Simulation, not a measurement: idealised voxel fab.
A process module follows: voxel wiring stack.
Section cut is 195 nm wide and gridded with 5 nm square cells.
Each cross-section below is a grid of square cells, stated as bands in top-down order, with one or more rows of cells making up each band. This entry defines a band. It first specifies the height of the band's top and the height of its bottom in nm, and then specifies the band's materials from left to right, stating each material with its width in nm. The word "edge to edge" identifies a single material that fills the band from edge to edge, while the word "air" identifies empty space. Where do heights start? At 0: under that level the wafer as delivered is made of one material only. And the lowest band has no floor; it just carries on downward, as in "0 down". The expression "30..40" gives the width at the extremes of the band, the first number at its top row of cells and the second at its bottom row, with the width changing by equal amounts from each row to the next in between. The cross-section has no changed cell in any step marked "remained the same". "Tabulated closed voids": empty spaces of 8 cells or more with no open way to the top, each given as width x height at distance, distance from the left edge, all in nm. Text after the settings on a step's line: the simulator's own remark on that step. overlay nm: where the mask lay relative to plan, measured to the right, on steps with a mask; negatives go left.

## Steps in the process plan
1,RECEIVE: material Si
2,CONFORMAL_DEP: material SiO2, thk nm 15
3,DIRECTIONAL_DEP: material TiN, thk nm 5
4,DIRECTIONAL_DEP: material Ru, thk nm 15
5,PATTERN: tone cover, mask id METAL_1, material resist, width nm 30, pitch nm 45, thk nm 20, overlay nm 0
6,DIRECTIONAL_ETCH: etch materials Ru, depth nm 15
7,DIRECTIONAL_ETCH: etch materials TiN, depth nm 5
8,STRIP: etch materials resist
9,CONFORMAL_DEP: material SiCN, thk nm 5
10,FILL_DEP: material SiO2, thk nm 5
11,CMP: height nm 35
12,CONFORMAL_DEP: material SiCN, thk nm 5
13,DIRECTIONAL_DEP: material SiO2, thk nm 20
14,PATTERN: tone open, mask id PLUG_1, material resist, width nm 15, pitch nm 90, thk nm 15, overlay nm 0
15,DIRECTIONAL_ETCH: etch materials SiO2, depth nm 20
16,DIRECTIONAL_ETCH: etch materials SiCN, depth nm 5
17,STRIP: etch materials resist
18,EPI: material Ru, thk nm 10
19,EPI: material Ru, thk nm 10
20,EPI: material Ru, thk nm 5
21,DIRECTIONAL_DEP: material TiN, thk nm 5
22,DIRECTIONAL_DEP: material Ru, thk nm 20
23,MASKED_ETCH: tone cover, mask id METAL_2, width nm 30, pitch nm 45, etch materials Ru, depth nm 20, overlay nm 0
24,MASKED_ETCH: tone cover, mask id METAL_2, width nm 30, pitch nm 45, etch materials TiN, depth nm 5, overlay nm 0
25,FILL_DEP: material SiO2, thk nm 10
26,CMP: height nm 85
27,CONFORMAL_DEP: material SiN, thk nm 5

## Wafer, first of two, run as planned

## Incoming wafer in cross-section (state: after step 1)
* 0 down = Si edge to edge
* Tabulated closed voids: none

## Cross-section of the wafer after step 2
* 15 to 0 = SiO2 edge to edge
* Lower than 0, everything is as it was.

## Cross-section of the wafer after step 3
* 20 to 15 = TiN edge to edge
* Lower than 15, everything is as it was.

## Cross-section of the wafer after step 4
* 35 to 20 = Ru edge to edge
* Lower than 20, everything is as it was.

## Cross-section of the wafer after step 5
* 55 to 35 = air=15 | resist=30 | air=15 | resist=30 | air=15 | resist=30 | air=15 | resist=30 | air=15
* Lower than 35, everything is as it was.

## Cross-section of the wafer after step 6
* 55 to 35 = air=15 | resist=30 | air=15 | resist=30 | air=15 | resist=30 | air=15 | resist=30 | air=15
* 35 to 20 = air=15 | Ru=30 | air=15 | Ru=30 | air=15 | Ru=30 | air=15 | Ru=30 | air=15
* Lower than 20, everything is as it was.

## Cross-section of the wafer after step 7
* 55 to 35 = air=15 | resist=30 | air=15 | resist=30 | air=15 | resist=30 | air=15 | resist=30 | air=15
* 35 to 20 = air=15 | Ru=30 | air=15 | Ru=30 | air=15 | Ru=30 | air=15 | Ru=30 | air=15
* 20 to 15 = air=15 | TiN=30 | air=15 | TiN=30 | air=15 | TiN=30 | air=15 | TiN=30 | air=15
* Lower than 15, everything is as it was.

## Cross-section of the wafer after step 8
* 35 to 20 = air=15 | Ru=30 | air=15 | Ru=30 | air=15 | Ru=30 | air=15 | Ru=30 | air=15
* Lower than 20, everything is as it was.

## Cross-section of the wafer after step 9
* 40 to 35 = air=10 | SiCN=40 | air=5 | SiCN=40 | air=5 | SiCN=40 | air=5 | SiCN=40 | air=10
* 35 to 20 = air=10 | SiCN=5 | Ru=30 | SiCN=5 | air=5 | SiCN=5 | Ru=30 | SiCN=5 | air=5 | SiCN=5 | Ru=30 | SiCN=5 | air=5 | SiCN=5 | Ru=30 | SiCN=5 | air=10
* 20 to 15 = SiCN=15 | TiN=30 | SiCN=15 | TiN=30 | SiCN=15 | TiN=30 | SiCN=15 | TiN=30 | SiCN=15
* Lower than 15, everything is as it was.

## Cross-section of the wafer after step 10
* 45 to 40 = SiO2 edge to edge
* 40 to 35 = SiO2=10 | SiCN=40 | SiO2=5 | SiCN=40 | SiO2=5 | SiCN=40 | SiO2=5 | SiCN=40 | SiO2=10
* 35 to 20 = SiO2=10 | SiCN=5 | Ru=30 | SiCN=5 | SiO2=5 | SiCN=5 | Ru=30 | SiCN=5 | SiO2=5 | SiCN=5 | Ru=30 | SiCN=5 | SiO2=5 | SiCN=5 | Ru=30 | SiCN=5 | SiO2=10
* Lower than 20, everything is as it was.

## Cross-section of the wafer after step 11
* 35 to 20 = SiO2=10 | SiCN=5 | Ru=30 | SiCN=5 | SiO2=5 | SiCN=5 | Ru=30 | SiCN=5 | SiO2=5 | SiCN=5 | Ru=30 | SiCN=5 | SiO2=5 | SiCN=5 | Ru=30 | SiCN=5 | SiO2=10
* Lower than 20, everything is as it was.

## Cross-section of the wafer after step 12
* 40 to 35 = SiCN edge to edge
* Lower than 35, everything is as it was.

## Cross-section of the wafer after step 13
* 60 to 40 = SiO2 edge to edge
* Lower than 40, everything is as it was.

## Cross-section of the wafer after step 14
* 75 to 60 = resist=15 | air=15 | resist=75 | air=15 | resist=75
* Lower than 60, everything is as it was.

## Cross-section of the wafer after step 15
* 75 to 60 = resist=15 | air=15 | resist=75 | air=15 | resist=75
* 60 to 40 = SiO2=15 | air=15 | SiO2=75 | air=15 | SiO2=75
* Lower than 40, everything is as it was.

## Cross-section of the wafer after step 16
* 75 to 60 = resist=15 | air=15 | resist=75 | air=15 | resist=75
* 60 to 40 = SiO2=15 | air=15 | SiO2=75 | air=15 | SiO2=75
* 40 to 35 = SiCN=15 | air=15 | SiCN=75 | air=15 | SiCN=75
* Lower than 35, everything is as it was.

## Cross-section of the wafer after step 17
* 60 to 40 = SiO2=15 | air=15 | SiO2=75 | air=15 | SiO2=75
* Lower than 40, everything is as it was.

## Cross-section of the wafer after step 18
* 60 to 45 = SiO2=15 | air=15 | SiO2=75 | air=15 | SiO2=75
* 45 to 40 = SiO2=15 | Ru=15 | SiO2=75 | Ru=15 | SiO2=75
* 40 to 35 = SiCN=15 | Ru=15 | SiCN=75 | Ru=15 | SiCN=75
* Lower than 35, everything is as it was.

## Cross-section of the wafer after step 19
* 60 to 55 = SiO2=15 | air=15 | SiO2=75 | air=15 | SiO2=75
* 55 to 40 = SiO2=15 | Ru=15 | SiO2=75 | Ru=15 | SiO2=75
* Lower than 40, everything is as it was.

## Cross-section of the wafer after step 20
* 60 to 40 = SiO2=15 | Ru=15 | SiO2=75 | Ru=15 | SiO2=75
* Lower than 40, everything is as it was.

## Cross-section of the wafer after step 21
* 65 to 60 = TiN edge to edge
* Lower than 60, everything is as it was.

## Cross-section of the wafer after step 22
* 85 to 65 = Ru edge to edge
* Lower than 65, everything is as it was.

## Cross-section of the wafer after step 23
* 85 to 65 = air=15 | Ru=30 | air=15 | Ru=30 | air=15 | Ru=30 | air=15 | Ru=30 | air=15
* Lower than 65, everything is as it was.

## Cross-section of the wafer after step 24
* 85 to 65 = air=15 | Ru=30 | air=15 | Ru=30 | air=15 | Ru=30 | air=15 | Ru=30 | air=15
* 65 to 60 = air=15 | TiN=30 | air=15 | TiN=30 | air=15 | TiN=30 | air=15 | TiN=30 | air=15
* Lower than 60, everything is as it was.

## Cross-section of the wafer after step 25
* 95 to 85 = SiO2 edge to edge
* 85 to 65 = SiO2=15 | Ru=30 | SiO2=15 | Ru=30 | SiO2=15 | Ru=30 | SiO2=15 | Ru=30 | SiO2=15
* 65 to 60 = SiO2=15 | TiN=30 | SiO2=15 | TiN=30 | SiO2=15 | TiN=30 | SiO2=15 | TiN=30 | SiO2=15
* Lower than 60, everything is as it was.

## Cross-section of the wafer after step 26
* 85 to 65 = SiO2=15 | Ru=30 | SiO2=15 | Ru=30 | SiO2=15 | Ru=30 | SiO2=15 | Ru=30 | SiO2=15
* Lower than 65, everything is as it was.

## Cross-section of the wafer after step 27
* 90 to 85 = SiN edge to edge
* Lower than 85, everything is as it was.

## Companion wafer, the second of two: same beginning, same intended sequence, one mistake in carrying it out; through step 13 inclusive it tracks the first exactly

## Second wafer, sectioned view, at step 14's planned end time
* 75 to 60 = resist=20 | air=15 | resist=75 | air=15 | resist=70
* Lower than 60, everything is as it was.

## Second wafer, sectioned view, at step 15's planned end time
* 75 to 60 = resist=20 | air=15 | resist=75 | air=15 | resist=70
* 60 to 40 = SiO2=20 | air=15 | SiO2=75 | air=15 | SiO2=70
* Lower than 40, everything is as it was.

## Second wafer, sectioned view, at step 16's planned end time
* 75 to 60 = resist=20 | air=15 | resist=75 | air=15 | resist=70
* 60 to 40 = SiO2=20 | air=15 | SiO2=75 | air=15 | SiO2=70
* 40 to 35 = SiCN=20 | air=15 | SiCN=75 | air=15 | SiCN=70
* Lower than 35, everything is as it was.

## Second wafer, sectioned view, at step 17's planned end time
* 60 to 40 = SiO2=20 | air=15 | SiO2=75 | air=15 | SiO2=70
* Lower than 40, everything is as it was.

## Second wafer, sectioned view, at step 18's planned end time
* 60 to 45 = SiO2=20 | air=15 | SiO2=75 | air=15 | SiO2=70
* 45 to 40 = SiO2=20 | Ru=15 | SiO2=75 | Ru=15 | SiO2=70
* 40 to 35 = SiCN=20 | Ru=15 | SiCN=75 | Ru=15 | SiCN=70
* Lower than 35, everything is as it was.

## Second wafer, sectioned view, at step 19's planned end time
* 60 to 55 = SiO2=20 | air=15 | SiO2=75 | air=15 | SiO2=70
* 55 to 40 = SiO2=20 | Ru=15 | SiO2=75 | Ru=15 | SiO2=70
* Lower than 40, everything is as it was.

## Second wafer, sectioned view, at step 20's planned end time
* 60 to 40 = SiO2=20 | Ru=15 | SiO2=75 | Ru=15 | SiO2=70
* Lower than 40, everything is as it was.

## Second wafer, sectioned view, at step 21's planned end time
* 65 to 60 = TiN edge to edge
* Lower than 60, everything is as it was.

## Second wafer, sectioned view, at step 22's planned end time
* 85 to 65 = Ru edge to edge
* Lower than 65, everything is as it was.

## Second wafer, sectioned view, at step 23's planned end time
* 85 to 65 = air=15 | Ru=30 | air=15 | Ru=30 | air=15 | Ru=30 | air=15 | Ru=30 | air=15
* Lower than 65, everything is as it was.

## Second wafer, sectioned view, at step 24's planned end time
* 85 to 65 = air=15 | Ru=30 | air=15 | Ru=30 | air=15 | Ru=30 | air=15 | Ru=30 | air=15
* 65 to 60 = air=15 | TiN=30 | air=15 | TiN=30 | air=15 | TiN=30 | air=15 | TiN=30 | air=15
* Lower than 60, everything is as it was.

## Second wafer, sectioned view, at step 25's planned end time
* 95 to 85 = SiO2 edge to edge
* 85 to 65 = SiO2=15 | Ru=30 | SiO2=15 | Ru=30 | SiO2=15 | Ru=30 | SiO2=15 | Ru=30 | SiO2=15
* 65 to 60 = SiO2=15 | TiN=30 | SiO2=15 | TiN=30 | SiO2=15 | TiN=30 | SiO2=15 | TiN=30 | SiO2=15
* Lower than 60, everything is as it was.

## Second wafer, sectioned view, at step 26's planned end time
* 85 to 65 = SiO2=15 | Ru=30 | SiO2=15 | Ru=30 | SiO2=15 | Ru=30 | SiO2=15 | Ru=30 | SiO2=15
* Lower than 65, everything is as it was.

## Second wafer, sectioned view, at step 27's planned end time
* 90 to 85 = SiN edge to edge
* Lower than 85, everything is as it was.
The mistake made against the process plan was this: not per plan at step 14, really ran PATTERN: tone open, mask id PLUG_1, material resist, width nm 15, pitch nm 90, thk nm 15, overlay nm 5
Final state: per-material cell counts identical on both wafers; locations differ.
